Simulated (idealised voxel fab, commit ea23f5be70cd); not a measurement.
process module | voxel self aligned vias
cross-section cut | 210 nm wide | cells 5 nm
Cross-section spec: square-cell grid; bands listed top down; each band is one or more rows.
Heights first: top, then bottom, in nm. Then materials, left to right, each with a width in nm. "edge to edge" on a single material: fills the band edge to edge. "air": empty space.
The level at which height equals 0 is the one under which the wafer, as it arrives, is entirely one material. No lower edge exists for the bottom band, which continues downward and is notated as in "top 0, no bottom".
A width such as "30 to 40" changes by the same amount from each row of cells to the next, from the band's top row to its bottom row.
"all unchanged", as given for a step, is the statement that not any cell of the cross-section underwent a change during that step.
What "Closed void catalog" gives you is every empty space of 8 cells or more that is cut off from the top. Each appears as width x height at distance, with the distance taken from the left edge and width, height and distance all in nm.
Post-settings text on a step line: simulator's own remark regarding the step.
overlay nm: mask offset rightward from planned place, masked step; negative means leftward offset.
Heads up before you read on: it's before/after pairs around one process step each, after side only down to the lowest band that changed, step plus settings under the pair. Pairs can be from different runs of this module, same starting wafer, so only chain a pair onto the one above if its "Pre-step view" entry says so.
Pre-step view:
	top 0, no bottom | Si edge to edge
	Closed void catalog: none
Resulting Structure:
	top 10, bottom 0 | SiO2 edge to edge
	At heights below 0, the structure remains unaltered.
	Closed void catalog: none
Between the two cross-sections above, the process step reads CONFORMAL_DEP (material SiO2; thk nm 10)
Pre-step view: = after-state of the pair above.
Resulting Structure:
	top 15, bottom 10 | SiCN edge to edge
	At heights below 10, the structure remains unaltered.
	Closed void catalog: none
Between the two cross-sections above, the process step reads CONFORMAL_DEP (material SiCN; thk nm 5)
Pre-step view: = after-state of the pair above.
Resulting Structure:
	top 35, bottom 15 | lowk edge to edge
	At heights below 15, the structure remains unaltered.
	Closed void catalog: none
Between the two cross-sections above, the process step reads DIRECTIONAL_DEP (material lowk; thk nm 20)
Pre-step view: = after-state of the pair above.
Resulting Structure:
	top 50, bottom 35 | 60 of resist; 30 of air; 25 of resist; 30 of air; 65 of resist
	At heights below 35, the structure remains unaltered.
	Closed void catalog: none
Between the two cross-sections above, the process step reads PATTERN (tone open; mask id LINES; material resist; width nm 30; pitch nm 55; thk nm 15; overlay nm 0)
Pre-step view: = after-state of the pair above.
Resulting Structure:
	top 50, bottom 35 | 60 of resist; 30 of air; 25 of resist; 30 of air; 65 of resist
	top 35, bottom 15 | 60 of lowk; 30 of air; 25 of lowk; 30 of air; 65 of lowk
	At heights below 15, the structure remains unaltered.
	Closed void catalog: none
Between the two cross-sections above, the process step reads DIRECTIONAL_ETCH (etch materials lowk; depth nm 20)
Pre-step view: = after-state of the pair above.
Resulting Structure:
	top 35, bottom 15 | 60 of lowk; 30 of air; 25 of lowk; 30 of air; 65 of lowk
	At heights below 15, the structure remains unaltered.
	Closed void catalog: none
Between the two cross-sections above, the process step reads STRIP (etch materials resist)
Pre-step view: = after-state of the pair above.
Resulting Structure:
	top 40, bottom 35 | 65 of TiN; 20 of air; 35 of TiN; 20 of air; 70 of TiN
	top 35, bottom 20 | 60 of lowk; 5 of TiN; 20 of air; 5 of TiN; 25 of lowk; 5 of TiN; 20 of air; 5 of TiN; 65 of lowk
	top 20, bottom 15 | 60 of lowk; 30 of TiN; 25 of lowk; 30 of TiN; 65 of lowk
	At heights below 15, the structure remains unaltered.
	Closed void catalog: none
Between the two cross-sections above, the process step reads CONFORMAL_DEP (material TiN; thk nm 5)
Pre-step view: = after-state of the pair above.
Resulting Structure:
	top 50, bottom 40 | Ru edge to edge
	top 40, bottom 35 | 65 of TiN; 20 of Ru; 35 of TiN; 20 of Ru; 70 of TiN
	top 35, bottom 20 | 60 of lowk; 5 of TiN; 20 of Ru; 5 of TiN; 25 of lowk; 5 of TiN; 20 of Ru; 5 of TiN; 65 of lowk
	At heights below 20, the structure remains unaltered.
	Closed void catalog: none
Between the two cross-sections above, the process step reads FILL_DEP (material Ru; thk nm 10)
Pre-step view: = after-state of the pair above.
Resulting Structure:
	top 35, bottom 20 | 60 of lowk; 5 of TiN; 20 of Ru; 5 of TiN; 25 of lowk; 5 of TiN; 20 of Ru; 5 of TiN; 65 of lowk
	At heights below 20, the structure remains unaltered.
	Closed void catalog: none
Between the two cross-sections above, the process step reads CMP (height nm 35)
Pre-step view: = after-state of the pair above.
Resulting Structure:
	top 35, bottom 30 | 60 of lowk; 30 of air; 25 of lowk; 30 of air; 65 of lowk
	At heights below 30, the structure remains unaltered.
	Closed void catalog: none
Between the two cross-sections above, the process step reads SELECTIVE_ETCH (etch materials W Ru TiN; depth nm 5)
Pre-step view: = after-state of the pair above.
Resulting Structure:
	top 40, bottom 35 | SiN edge to edge
	top 35, bottom 30 | 60 of lowk; 30 of SiN; 25 of lowk; 30 of SiN; 65 of lowk
	At heights below 30, the structure remains unaltered.
	Closed void catalog: none
Between the two cross-sections above, the process step reads FILL_DEP (material SiN; thk nm 5)
Pre-step view: = after-state of the pair above.
Resulting Structure:
	top 35, bottom 30 | 60 of lowk; 30 of SiN; 25 of lowk; 30 of SiN; 65 of lowk
	At heights below 30, the structure remains unaltered.
	Closed void catalog: none
Between the two cross-sections above, the process step reads CMP (height nm 35)
Pre-step view: = after-state of the pair above.
Resulting Structure:
	top 55, bottom 35 | lowk edge to edge
	At heights below 35, the structure remains unaltered.
	Closed void catalog: none
Between the two cross-sections above, the process step reads DIRECTIONAL_DEP (material lowk; thk nm 20)
Pre-step view: = after-state of the pair above.
Resulting Structure:
	top 55, bottom 35 | 55 of lowk; 40 of air; 115 of lowk
	At heights below 35, the structure remains unaltered.
	Closed void catalog: none
Between the two cross-sections above, the process step reads MASKED_ETCH (tone open; mask id VIAS; width nm 40; etch materials lowk; depth nm 20; overlay nm 0)
Pre-step view: = after-state of the pair above.
Resulting Structure:
	top 55, bottom 35 | 55 of lowk; 40 of air; 115 of lowk
	top 35, bottom 30 | 60 of lowk; 30 of air; 25 of lowk; 30 of SiN; 65 of lowk
	At heights below 30, the structure remains unaltered.
	Closed void catalog: none
Between the two cross-sections above, the process step reads MASKED_ETCH (tone open; mask id VIAS; width nm 40; etch materials SiN; depth nm 5; overlay nm 0)
Pre-step view: = after-state of the pair above.
Resulting Structure:
	top 60, bottom 55 | 60 of TiN; 30 of air; 120 of TiN
	top 55, bottom 40 | 55 of lowk; 5 of TiN; 30 of air; 5 of TiN; 115 of lowk
	top 40, bottom 35 | 55 of lowk; 10 of TiN; 20 of air; 10 of TiN; 115 of lowk
	top 35, bottom 30 | 60 of lowk; 30 of TiN; 25 of lowk; 30 of SiN; 65 of lowk
	At heights below 30, the structure remains unaltered.
	Closed void catalog: none
Between the two cross-sections above, the process step reads CONFORMAL_DEP (material TiN; thk nm 5)
Pre-step view: = after-state of the pair above.
Resulting Structure:
	top 70, bottom 60 | W edge to edge
	top 60, bottom 55 | 60 of TiN; 30 of W; 120 of TiN
	top 55, bottom 40 | 55 of lowk; 5 of TiN; 30 of W; 5 of TiN; 115 of lowk
	top 40, bottom 35 | 55 of lowk; 10 of TiN; 20 of W; 10 of TiN; 115 of lowk
	At heights below 35, the structure remains unaltered.
	Closed void catalog: none
Between the two cross-sections above, the process step reads FILL_DEP (material W; thk nm 10)
Pre-step view: = after-state of the pair above.
Resulting Structure:
	top 55, bottom 40 | 55 of lowk; 5 of TiN; 30 of W; 5 of TiN; 115 of lowk
	At heights below 40, the structure remains unaltered.
	Closed void catalog: none
Between the two cross-sections above, the process step reads CMP (height nm 55)
Pre-step view: = after-state of the pair above.
Resulting Structure:
	top 60, bottom 55 | SiN edge to edge
	At heights below 55, the structure remains unaltered.
	Closed void catalog: none
Between the two cross-sections above, the process step reads CONFORMAL_DEP (material SiN; thk nm 5)
Pre-step view:
	top 70, bottom 60 | W edge to edge
	top 60, bottom 55 | 60 of TiN; 30 of W; 120 of TiN
	top 55, bottom 40 | 55 of lowk; 5 of TiN; 30 of W; 5 of TiN; 115 of lowk
	top 40, bottom 35 | 55 of lowk; 10 of TiN; 20 of W; 10 of TiN; 115 of lowk
	top 35, bottom 30 | 60 of lowk; 30 of TiN; 25 of lowk; 30 of SiN; 65 of lowk
	top 30, bottom 20 | 60 of lowk; 5 of TiN; 20 of Ru; 5 of TiN; 25 of lowk; 5 of TiN; 20 of Ru; 5 of TiN; 65 of lowk
	top 20, bottom 15 | 60 of lowk; 30 of TiN; 25 of lowk; 30 of TiN; 65 of lowk
	top 15, bottom 10 | SiCN edge to edge
	top 10, bottom 0 | SiO2 edge to edge
	top 0, no bottom | Si edge to edge
	Closed void catalog: none
Resulting Structure:
	top 75, bottom 70 | SiN edge to edge
	At heights below 70, the structure remains unaltered.
	Closed void catalog: none
Between the two cross-sections above, the process step reads CONFORMAL_DEP (material SiN; thk nm 5)
Pre-step view:
	top 55, bottom 35 | 55 of lowk; 40 of air; 115 of lowk
	top 35, bottom 30 | 60 of lowk; 30 of SiN; 25 of lowk; 30 of SiN; 65 of lowk
	top 30, bottom 20 | 60 of lowk; 5 of TiN; 20 of Ru; 5 of TiN; 25 of lowk; 5 of TiN; 20 of Ru; 5 of TiN; 65 of lowk
	top 20, bottom 15 | 60 of lowk; 30 of TiN; 25 of lowk; 30 of TiN; 65 of lowk
	top 15, bottom 10 | SiCN edge to edge
	top 10, bottom 0 | SiO2 edge to edge
	top 0, no bottom | Si edge to edge
	Closed void catalog: none
Resulting Structure:
	top 55, bottom 35 | 55 of lowk; 40 of air; 115 of lowk
	top 35, bottom 30 | 55 of lowk; 5 of air; 30 of SiN; 5 of air; 20 of lowk; 30 of SiN; 65 of lowk
	top 30, bottom 20 | 55 of lowk; 5 of air; 5 of TiN; 20 of Ru; 5 of TiN; 5 of air; 20 of lowk; 5 of TiN; 20 of Ru; 5 of TiN; 65 of lowk
	top 20, bottom 15 | 55 of lowk; 5 of air; 30 of TiN; 5 of air; 20 of lowk; 30 of TiN; 65 of lowk
	At heights below 15, the structure remains unaltered.
	Closed void catalog: none
Between the two cross-sections above, the process step reads MASKED_ETCH (tone open; mask id VIAS; width nm 40; etch materials lowk; depth nm 20; overlay nm 0)
Pre-step view: = after-state of the pair above.
Resulting Structure:
	top 55, bottom 35 | 55 of lowk; 40 of air; 115 of lowk
	top 35, bottom 30 | 55 of lowk; 40 of air; 20 of lowk; 30 of SiN; 65 of lowk
	At heights below 30, the structure remains unaltered.
	Closed void catalog: none
Between the two cross-sections above, the process step reads MASKED_ETCH (tone open; mask id VIAS; width nm 40; etch materials SiN; depth nm 5; overlay nm 0)
Pre-step view: = after-state of the pair above.
Resulting Structure:
	top 60, bottom 55 | 60 of TiN; 30 of air; 120 of TiN
	top 55, bottom 35 | 55 of lowk; 5 of TiN; 30 of air; 5 of TiN; 115 of lowk
	top 35, bottom 30 | 55 of lowk; 40 of TiN; 20 of lowk; 30 of SiN; 65 of lowk
	top 30, bottom 20 | 55 of lowk; 10 of TiN; 20 of Ru; 10 of TiN; 20 of lowk; 5 of TiN; 20 of Ru; 5 of TiN; 65 of lowk
	top 20, bottom 15 | 55 of lowk; 40 of TiN; 20 of lowk; 30 of TiN; 65 of lowk
	At heights below 15, the structure remains unaltered.
	Closed void catalog: none
Between the two cross-sections above, the process step reads CONFORMAL_DEP (material TiN; thk nm 5)
Pre-step view: = after-state of the pair above.
Resulting Structure:
	top 70, bottom 60 | W edge to edge
	top 60, bottom 55 | 60 of TiN; 30 of W; 120 of TiN
	top 55, bottom 35 | 55 of lowk; 5 of TiN; 30 of W; 5 of TiN; 115 of lowk
	At heights below 35, the structure remains unaltered.
	Closed void catalog: none
Between the two cross-sections above, the process step reads FILL_DEP (material W; thk nm 10)
Pre-step view: = after-state of the pair above.
Resulting Structure:
	top 55, bottom 35 | 55 of lowk; 5 of TiN; 30 of W; 5 of TiN; 115 of lowk
	At heights below 35, the structure remains unaltered.
	Closed void catalog: none
Between the two cross-sections above, the process step reads CMP (height nm 55)
Pre-step view: = after-state of the pair above.
Resulting Structure:
	top 60, bottom 55 | SiN edge to edge
	At heights below 55, the structure remains unaltered.
	Closed void catalog: none
Between the two cross-sections above, the process step reads CONFORMAL_DEP (material SiN; thk nm 5)
Pre-step view:
	top 35, bottom 30 | 60 of lowk; 30 of SiN; 25 of lowk; 30 of SiN; 65 of lowk
	top 30, bottom 20 | 60 of lowk; 5 of TiN; 20 of Ru; 5 of TiN; 25 of lowk; 5 of TiN; 20 of Ru; 5 of TiN; 65 of lowk
	top 20, bottom 15 | 60 of lowk; 30 of TiN; 25 of lowk; 30 of TiN; 65 of lowk
	top 15, bottom 10 | SiCN edge to edge
	top 10, bottom 0 | SiO2 edge to edge
	top 0, no bottom | Si edge to edge
	Closed void catalog: none
Resulting Structure:
	top 35, bottom 30 | 55 of lowk; 5 of air; 30 of SiN; 5 of air; 20 of lowk; 30 of SiN; 65 of lowk
	top 30, bottom 20 | 55 of lowk; 5 of air; 5 of TiN; 20 of Ru; 5 of TiN; 5 of air; 20 of lowk; 5 of TiN; 20 of Ru; 5 of TiN; 65 of lowk
	top 20, bottom 15 | 55 of lowk; 5 of air; 30 of TiN; 5 of air; 20 of lowk; 30 of TiN; 65 of lowk
	At heights below 15, the structure remains unaltered.
	Closed void catalog: none
Between the two cross-sections above, the process step reads MASKED_ETCH (tone open; mask id VIAS; width nm 40; etch materials lowk; depth nm 20; overlay nm 0)
Pre-step view: = after-state of the pair above.
Resulting Structure:
	top 55, bottom 35 | 55 of lowk; 5 of air; 30 of lowk; 5 of air; 115 of lowk
	top 35, bottom 30 | 60 of lowk; 30 of SiN; 25 of lowk; 30 of SiN; 65 of lowk
	top 30, bottom 20 | 60 of lowk; 5 of TiN; 20 of Ru; 5 of TiN; 25 of lowk; 5 of TiN; 20 of Ru; 5 of TiN; 65 of lowk
	top 20, bottom 15 | 60 of lowk; 30 of TiN; 25 of lowk; 30 of TiN; 65 of lowk
	At heights below 15, the structure remains unaltered.
	Closed void catalog: none
Between the two cross-sections above, the process step reads DIRECTIONAL_DEP (material lowk; thk nm 20)
Pre-step view: = after-state of the pair above.
Resulting Structure:
	top 60, bottom 55 | TiN edge to edge
	top 55, bottom 35 | 55 of lowk; 5 of TiN; 30 of lowk; 5 of TiN; 115 of lowk
	At heights below 35, the structure remains unaltered.
	Closed void catalog: none
Between the two cross-sections above, the process step reads CONFORMAL_DEP (material TiN; thk nm 5)
Pre-step view: = after-state of the pair above.
Resulting Structure:
	top 70, bottom 60 | W edge to edge
	At heights below 60, the structure remains unaltered.
	Closed void catalog: none
Between the two cross-sections above, the process step reads FILL_DEP (material W; thk nm 10)
Pre-step view: = after-state of the pair above.
Resulting Structure:
	top 55, bottom 35 | 55 of lowk; 5 of TiN; 30 of lowk; 5 of TiN; 115 of lowk
	At heights below 35, the structure remains unaltered.
	Closed void catalog: none
Between the two cross-sections above, the process step reads CMP (height nm 55)
Pre-step view: = after-state of the pair above.
Resulting Structure:
	top 60, bottom 55 | SiN edge to edge
	At heights below 55, the structure remains unaltered.
	Closed void catalog: none
Between the two cross-sections above, the process step reads CONFORMAL_DEP (material SiN; thk nm 5)
Pre-step view:
	top 10, bottom 0 | SiO2 edge to edge
	top 0, no bottom | Si edge to edge
	Closed void catalog: none
Resulting Structure:
	top 25, bottom 10 | SiCN edge to edge
	At heights below 10, the structure remains unaltered.
	Closed void catalog: none
Between the two cross-sections above, the process step reads CONFORMAL_DEP (material SiCN; thk nm 15)
Pre-step view: = after-state of the pair above.
Resulting Structure:
	top 45, bottom 25 | lowk edge to edge
	At heights below 25, the structure remains unaltered.
	Closed void catalog: none
Between the two cross-sections above, the process step reads DIRECTIONAL_DEP (material lowk; thk nm 20)
Pre-step view: = after-state of the pair above.
Resulting Structure:
	top 60, bottom 45 | 60 of resist; 30 of air; 25 of resist; 30 of air; 65 of resist
	At heights below 45, the structure remains unaltered.
	Closed void catalog: none
Between the two cross-sections above, the process step reads PATTERN (tone open; mask id LINES; material resist; width nm 30; pitch nm 55; thk nm 15; overlay nm 0)
Pre-step view: = after-state of the pair above.
Resulting Structure:
	top 60, bottom 45 | 60 of resist; 30 of air; 25 of resist; 30 of air; 65 of resist
	top 45, bottom 25 | 60 of lowk; 30 of air; 25 of lowk; 30 of air; 65 of lowk
	At heights below 25, the structure remains unaltered.
	Closed void catalog: none
Between the two cross-sections above, the process step reads DIRECTIONAL_ETCH (etch materials lowk; depth nm 20)
Pre-step view: = after-state of the pair above.
Resulting Structure:
	top 45, bottom 25 | 60 of lowk; 30 of air; 25 of lowk; 30 of air; 65 of lowk
	At heights below 25, the structure remains unaltered.
	Closed void catalog: none
Between the two cross-sections above, the process step reads STRIP (etch materials resist)
Pre-step view: = after-state of the pair above.
Resulting Structure:
	top 50, bottom 45 | 65 of TiN; 20 of air; 35 of TiN; 20 of air; 70 of TiN
	top 45, bottom 30 | 60 of lowk; 5 of TiN; 20 of air; 5 of TiN; 25 of lowk; 5 of TiN; 20 of air; 5 of TiN; 65 of lowk
	top 30, bottom 25 | 60 of lowk; 30 of TiN; 25 of lowk; 30 of TiN; 65 of lowk
	At heights below 25, the structure remains unaltered.
	Closed void catalog: none
Between the two cross-sections above, the process step reads CONFORMAL_DEP (material TiN; thk nm 5)
Pre-step view: = after-state of the pair above.
Resulting Structure:
	top 60, bottom 50 | Ru edge to edge
	top 50, bottom 45 | 65 of TiN; 20 of Ru; 35 of TiN; 20 of Ru; 70 of TiN
	top 45, bottom 30 | 60 of lowk; 5 of TiN; 20 of Ru; 5 of TiN; 25 of lowk; 5 of TiN; 20 of Ru; 5 of TiN; 65 of lowk
	At heights below 30, the structure remains unaltered.
	Closed void catalog: none
Between the two cross-sections above, the process step reads FILL_DEP (material Ru; thk nm 10)
Pre-step view: = after-state of the pair above.
Resulting Structure:
	top 35, bottom 30 | 60 of lowk; 5 of TiN; 20 of Ru; 5 of TiN; 25 of lowk; 5 of TiN; 20 of Ru; 5 of TiN; 65 of lowk
	At heights below 30, the structure remains unaltered.
	Closed void catalog: none
Between the two cross-sections above, the process step reads CMP (height nm 35)
Pre-step view: = after-state of the pair above.
Resulting Structure:
	top 35, bottom 30 | 60 of lowk; 30 of air; 25 of lowk; 30 of air; 65 of lowk
	At heights below 30, the structure remains unaltered.
	Closed void catalog: none
Between the two cross-sections above, the process step reads SELECTIVE_ETCH (etch materials W Ru TiN; depth nm 5)
Pre-step view: = after-state of the pair above.
Resulting Structure:
	top 40, bottom 35 | SiN edge to edge
	top 35, bottom 30 | 60 of lowk; 30 of SiN; 25 of lowk; 30 of SiN; 65 of lowk
	At heights below 30, the structure remains unaltered.
	Closed void catalog: none
Between the two cross-sections above, the process step reads FILL_DEP (material SiN; thk nm 5)
Pre-step view: = after-state of the pair above.
Resulting Structure:
	top 35, bottom 30 | 60 of lowk; 30 of SiN; 25 of lowk; 30 of SiN; 65 of lowk
	At heights below 30, the structure remains unaltered.
	Closed void catalog: none
Between the two cross-sections above, the process step reads CMP (height nm 35)
Pre-step view: = after-state of the pair above.
Resulting Structure:
	top 55, bottom 35 | lowk edge to edge
	At heights below 35, the structure remains unaltered.
	Closed void catalog: none
Between the two cross-sections above, the process step reads DIRECTIONAL_DEP (material lowk; thk nm 20)
Pre-step view: = after-state of the pair above.
Resulting Structure:
	top 55, bottom 35 | 55 of lowk; 40 of air; 115 of lowk
	At heights below 35, the structure remains unaltered.
	Closed void catalog: none
Between the two cross-sections above, the process step reads MASKED_ETCH (tone open; mask id VIAS; width nm 40; etch materials lowk; depth nm 20; overlay nm 0)
Pre-step view: = after-state of the pair above.
Resulting Structure:
	top 55, bottom 35 | 55 of lowk; 40 of air; 115 of lowk
	top 35, bottom 30 | 60 of lowk; 30 of air; 25 of lowk; 30 of SiN; 65 of lowk
	At heights below 30, the structure remains unaltered.
	Closed void catalog: none
Between the two cross-sections above, the process step reads MASKED_ETCH (tone open; mask id VIAS; width nm 40; etch materials SiN; depth nm 5; overlay nm 0)
Pre-step view: = after-state of the pair above.
Resulting Structure:
	top 60, bottom 55 | 60 of TiN; 30 of air; 120 of TiN
	top 55, bottom 40 | 55 of lowk; 5 of TiN; 30 of air; 5 of TiN; 115 of lowk
	top 40, bottom 35 | 55 of lowk; 10 of TiN; 20 of air; 10 of TiN; 115 of lowk
	top 35, bottom 30 | 60 of lowk; 30 of TiN; 25 of lowk; 30 of SiN; 65 of lowk
	At heights below 30, the structure remains unaltered.
	Closed void catalog: none
Between the two cross-sections above, the process step reads CONFORMAL_DEP (material TiN; thk nm 5)
Pre-step view: = after-state of the pair above.
Resulting Structure:
	top 70, bottom 60 | W edge to edge
	top 60, bottom 55 | 60 of TiN; 30 of W; 120 of TiN
	top 55, bottom 40 | 55 of lowk; 5 of TiN; 30 of W; 5 of TiN; 115 of lowk
	top 40, bottom 35 | 55 of lowk; 10 of TiN; 20 of W; 10 of TiN; 115 of lowk
	At heights below 35, the structure remains unaltered.
	Closed void catalog: none
Between the two cross-sections above, the process step reads FILL_DEP (material W; thk nm 10)
Pre-step view: = after-state of the pair above.
Resulting Structure:
	top 55, bottom 40 | 55 of lowk; 5 of TiN; 30 of W; 5 of TiN; 115 of lowk
	At heights below 40, the structure remains unaltered.
	Closed void catalog: none
Between the two cross-sections above, the process step reads CMP (height nm 55)
Pre-step view: = after-state of the pair above.
Resulting Structure:
	top 60, bottom 55 | SiN edge to edge
	At heights below 55, the structure remains unaltered.
	Closed void catalog: none
Between the two cross-sections above, the process step reads CONFORMAL_DEP (material SiN; thk nm 5)
Pre-step view:
	top 35, bottom 15 | lowk edge to edge
	top 15, bottom 10 | SiCN edge to edge
	top 10, bottom 0 | SiO2 edge to edge
	top 0, no bottom | Si edge to edge
	Closed void catalog: none
Resulting Structure:
	top 50, bottom 35 | 65 of resist; 20 of air; 35 of resist; 20 of air; 70 of resist
	At heights below 35, the structure remains unaltered.
	Closed void catalog: none
Between the two cross-sections above, the process step reads PATTERN (tone open; mask id LINES; material resist; width nm 20; pitch nm 55; thk nm 15; overlay nm 0)
Pre-step view: = after-state of the pair above.
Resulting Structure:
	top 50, bottom 35 | 65 of resist; 20 of air; 35 of resist; 20 of air; 70 of resist
	top 35, bottom 15 | 65 of lowk; 20 of air; 35 of lowk; 20 of air; 70 of lowk
	At heights below 15, the structure remains unaltered.
	Closed void catalog: none
Between the two cross-sections above, the process step reads DIRECTIONAL_ETCH (etch materials lowk; depth nm 20)
Pre-step view: = after-state of the pair above.
Resulting Structure:
	top 35, bottom 15 | 65 of lowk; 20 of air; 35 of lowk; 20 of air; 70 of lowk
	At heights below 15, the structure remains unaltered.
	Closed void catalog: none
Between the two cross-sections above, the process step reads STRIP (etch materials resist)
Pre-step view: = after-state of the pair above.
Resulting Structure:
	top 40, bottom 35 | 70 of TiN; 10 of air; 45 of TiN; 10 of air; 75 of TiN
	top 35, bottom 20 | 65 of lowk; 5 of TiN; 10 of air; 5 of TiN; 35 of lowk; 5 of TiN; 10 of air; 5 of TiN; 70 of lowk
	top 20, bottom 15 | 65 of lowk; 20 of TiN; 35 of lowk; 20 of TiN; 70 of lowk
	At heights below 15, the structure remains unaltered.
	Closed void catalog: none
Between the two cross-sections above, the process step reads CONFORMAL_DEP (material TiN; thk nm 5)
Pre-step view: = after-state of the pair above.
Resulting Structure:
	top 50, bottom 40 | Ru edge to edge
	top 40, bottom 35 | 70 of TiN; 10 of Ru; 45 of TiN; 10 of Ru; 75 of TiN
	top 35, bottom 20 | 65 of lowk; 5 of TiN; 10 of Ru; 5 of TiN; 35 of lowk; 5 of TiN; 10 of Ru; 5 of TiN; 70 of lowk
	At heights below 20, the structure remains unaltered.
	Closed void catalog: none
Between the two cross-sections above, the process step reads FILL_DEP (material Ru; thk nm 10)
Pre-step view: = after-state of the pair above.
Resulting Structure:
	top 35, bottom 20 | 65 of lowk; 5 of TiN; 10 of Ru; 5 of TiN; 35 of lowk; 5 of TiN; 10 of Ru; 5 of TiN; 70 of lowk
	At heights below 20, the structure remains unaltered.
	Closed void catalog: none
Between the two cross-sections above, the process step reads CMP (height nm 35)
Pre-step view: = after-state of the pair above.
Resulting Structure:
	top 35, bottom 30 | 65 of lowk; 20 of air; 35 of lowk; 20 of air; 70 of lowk
	At heights below 30, the structure remains unaltered.
	Closed void catalog: none
Between the two cross-sections above, the process step reads SELECTIVE_ETCH (etch materials W Ru TiN; depth nm 5)
Pre-step view: = after-state of the pair above.
Resulting Structure:
	top 40, bottom 35 | SiN edge to edge
	top 35, bottom 30 | 65 of lowk; 20 of SiN; 35 of lowk; 20 of SiN; 70 of lowk
	At heights below 30, the structure remains unaltered.
	Closed void catalog: none
Between the two cross-sections above, the process step reads FILL_DEP (material SiN; thk nm 5)
Pre-step view: = after-state of the pair above.
Resulting Structure:
	top 35, bottom 30 | 65 of lowk; 20 of SiN; 35 of lowk; 20 of SiN; 70 of lowk
	At heights below 30, the structure remains unaltered.
	Closed void catalog: none
Between the two cross-sections above, the process step reads CMP (height nm 35)
Pre-step view: = after-state of the pair above.
Resulting Structure:
	top 55, bottom 35 | lowk edge to edge
	At heights below 35, the structure remains unaltered.
	Closed void catalog: none
Between the two cross-sections above, the process step reads DIRECTIONAL_DEP (material lowk; thk nm 20)
Pre-step view: = after-state of the pair above.
Resulting Structure:
	top 55, bottom 35 | 55 of lowk; 40 of air; 115 of lowk
	At heights below 35, the structure remains unaltered.
	Closed void catalog: none
Between the two cross-sections above, the process step reads MASKED_ETCH (tone open; mask id VIAS; width nm 40; etch materials lowk; depth nm 20; overlay nm 0)
Pre-step view: = after-state of the pair above.
Resulting Structure:
	top 55, bottom 35 | 55 of lowk; 40 of air; 115 of lowk
	top 35, bottom 30 | 65 of lowk; 20 of air; 35 of lowk; 20 of SiN; 70 of lowk
	At heights below 30, the structure remains unaltered.
	Closed void catalog: none
Between the two cross-sections above, the process step reads MASKED_ETCH (tone open; mask id VIAS; width nm 40; etch materials SiN; depth nm 5; overlay nm 0)
Pre-step view: = after-state of the pair above.
Resulting Structure:
	top 60, bottom 55 | 60 of TiN; 30 of air; 120 of TiN
	top 55, bottom 40 | 55 of lowk; 5 of TiN; 30 of air; 5 of TiN; 115 of lowk
	top 40, bottom 35 | 55 of lowk; 15 of TiN; 10 of air; 15 of TiN; 115 of lowk
	top 35, bottom 30 | 65 of lowk; 20 of TiN; 35 of lowk; 20 of SiN; 70 of lowk
	At heights below 30, the structure remains unaltered.
	Closed void catalog: none
Between the two cross-sections above, the process step reads CONFORMAL_DEP (material TiN; thk nm 5)
Pre-step view: = after-state of the pair above.
Resulting Structure:
	top 70, bottom 60 | W edge to edge
	top 60, bottom 55 | 60 of TiN; 30 of W; 120 of TiN
	top 55, bottom 40 | 55 of lowk; 5 of TiN; 30 of W; 5 of TiN; 115 of lowk
	top 40, bottom 35 | 55 of lowk; 15 of TiN; 10 of W; 15 of TiN; 115 of lowk
	At heights below 35, the structure remains unaltered.
	Closed void catalog: none
Between the two cross-sections above, the process step reads FILL_DEP (material W; thk nm 10)
Pre-step view: = after-state of the pair above.
Resulting Structure:
	top 55, bottom 40 | 55 of lowk; 5 of TiN; 30 of W; 5 of TiN; 115 of lowk
	At heights below 40, the structure remains unaltered.
	Closed void catalog: none
Between the two cross-sections above, the process step reads CMP (height nm 55)
Pre-step view: = after-state of the pair above.
Resulting Structure:
	top 60, bottom 55 | SiN edge to edge
	At heights below 55, the structure remains unaltered.
	Closed void catalog: none
Between the two cross-sections above, the process step reads CONFORMAL_DEP (material SiN; thk nm 5)
Pre-step view:
	top 55, bottom 35 | 55 of lowk; 40 of air; 115 of lowk
	top 35, bottom 30 | 60 of lowk; 30 of SiN; 25 of lowk; 30 of SiN; 65 of lowk
	top 30, bottom 20 | 60 of lowk; 5 of TiN; 20 of Ru; 5 of TiN; 25 of lowk; 5 of TiN; 20 of Ru; 5 of TiN; 65 of lowk
	top 20, bottom 15 | 60 of lowk; 30 of TiN; 25 of lowk; 30 of TiN; 65 of lowk
	top 15, bottom 10 | SiCN edge to edge
	top 10, bottom 0 | SiO2 edge to edge
	top 0, no bottom | Si edge to edge
	Closed void catalog: none
Resulting Structure:
	top 55, bottom 35 | 55 of lowk; 40 of air; 115 of lowk
	top 35, bottom 30 | 60 of lowk; 25 of air; 5 of SiN; 25 of lowk; 30 of SiN; 65 of lowk
	At heights below 30, the structure remains unaltered.
	Closed void catalog: none
Between the two cross-sections above, the process step reads MASKED_ETCH (tone open; mask id VIAS; width nm 40; etch materials SiN; depth nm 5; overlay nm -10)
Pre-step view: = after-state of the pair above.
Resulting Structure:
	top 60, bottom 55 | 60 of TiN; 30 of air; 120 of TiN
	top 55, bottom 40 | 55 of lowk; 5 of TiN; 30 of air; 5 of TiN; 115 of lowk
	top 40, bottom 35 | 55 of lowk; 10 of TiN; 15 of air; 15 of TiN; 115 of lowk
	top 35, bottom 30 | 60 of lowk; 25 of TiN; 5 of SiN; 25 of lowk; 30 of SiN; 65 of lowk
	At heights below 30, the structure remains unaltered.
	Closed void catalog: none
Between the two cross-sections above, the process step reads CONFORMAL_DEP (material TiN; thk nm 5)
Pre-step view: = after-state of the pair above.
Resulting Structure:
	top 70, bottom 60 | W edge to edge
	top 60, bottom 55 | 60 of TiN; 30 of W; 120 of TiN
	top 55, bottom 40 | 55 of lowk; 5 of TiN; 30 of W; 5 of TiN; 115 of lowk
	top 40, bottom 35 | 55 of lowk; 10 of TiN; 15 of W; 15 of TiN; 115 of lowk
	At heights below 35, the structure remains unaltered.
	Closed void catalog: none
Between the two cross-sections above, the process step reads FILL_DEP (material W; thk nm 10)
Pre-step view: = after-state of the pair above.
Resulting Structure:
	top 55, bottom 40 | 55 of lowk; 5 of TiN; 30 of W; 5 of TiN; 115 of lowk
	At heights below 40, the structure remains unaltered.
	Closed void catalog: none
Between the two cross-sections above, the process step reads CMP (height nm 55)
Pre-step view: = after-state of the pair above.
Resulting Structure:
	top 60, bottom 55 | SiN edge to edge
	At heights below 55, the structure remains unaltered.
	Closed void catalog: none
Between the two cross-sections above, the process step reads CONFORMAL_DEP (material SiN; thk nm 5)
Pre-step view:
	top 0, no bottom | Si edge to edge
	Closed void catalog: none
Resulting Structure:
	top 10, bottom 0 | lowk edge to edge
	At heights below 0, the structure remains unaltered.
	Closed void catalog: none
Between the two cross-sections above, the process step reads CONFORMAL_DEP (material lowk; thk nm 10)
Pre-step view: = after-state of the pair above.
Resulting Structure:
	top 15, bottom 10 | SiCN edge to edge
	At heights below 10, the structure remains unaltered.
	Closed void catalog: none
Between the two cross-sections above, the process step reads CONFORMAL_DEP (material SiCN; thk nm 5)
